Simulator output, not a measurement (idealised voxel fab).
process module | voxel ribs on slabs
cross-section cut | 245 nm wide | cells 5 nm
A cross-section is a grid of square cells, given in bands from the top down. A band is one or more rows of cells.
Each band's line starts with the height of the band's top and of its bottom, in nm. Then come its materials from left to right, each with its width in nm. One material with "throughout" fills the band from edge to edge. "air" is empty space.
Height 0 is the level under which the wafer as received is all one material. The lowest band goes on downwards, as in "0 down".
A width such as "30 to 40" changes by the same amount from each row of cells to the next, from the band's top row to its bottom row.
"no change" after a step means that no cell of the cross-section changed.
closed voids: empty space of 8 cells or more with no open way to the top, each as width x height at its distance from the left edge, in nm
after a step's settings: what the simulator itself notes on the step
overlay nm, on a step with a mask: how far to the right of its planned place the mask lay; to the left if negative
plan
1 op RECEIVE | material Si
2 op DIRECTIONAL_DEP | material SiO2 | thk nm 30
3 op DIRECTIONAL_DEP | material polySi | thk nm 25
4 op MASKED_ETCH | tone cover | mask id RIB | width nm 30 | etch materials polySi | depth nm 10 | overlay nm 0
5 op MASKED_ETCH | tone cover | mask id SLAB | width nm 70 | etch materials polySi | depth nm 15 | overlay nm 0
6 op FILL_DEP | material SiO2 | thk nm 20
7 op CMP | height nm 70
8 op DIRECTIONAL_DEP | material TiN | thk nm 5
9 op DIRECTIONAL_DEP | material aC | thk nm 15
10 op PATTERN | tone cover | mask id HEATER | material resist | width nm 40 | thk nm 30 | overlay nm 0
11 op DIRECTIONAL_ETCH | etch materials aC | depth nm 15
12 op STRIP | etch materials resist
13 op DIRECTIONAL_ETCH | etch materials TiN | depth nm 5
14 op STRIP | etch materials aC
15 op CONFORMAL_DEP | material SiO2 | thk nm 10
as received, after step 1
  0 down: Si throughout
  closed voids: none
first wafer at the end, as planned
  85 to 80: air 90 | SiO2 60 | air 95
  80 to 75: SiO2 throughout
  75 to 70: SiO2 100 | TiN 40 | SiO2 105
  70 to 55: SiO2 throughout
  55 to 45: SiO2 105 | polySi 30 | SiO2 110
  45 to 30: SiO2 85 | polySi 70 | SiO2 90
  30 to 0: SiO2 throughout
  0 down: Si throughout
  closed voids: none
second wafer at the end: like start, like plan, one mistake
  85 to 80: air 90 | SiO2 60 | air 95
  80 to 75: SiO2 throughout
  75 to 70: SiO2 100 | TiN 40 | SiO2 105
  70 to 60: SiO2 85 | polySi 70 | SiO2 90
  60 to 0: SiO2 throughout
  0 down: Si throughout
  closed voids: none
what went wrong: step 2 was run twice
at the end the second wafer has, in cells: 26 more of SiO2 | 26 fewer of polySi
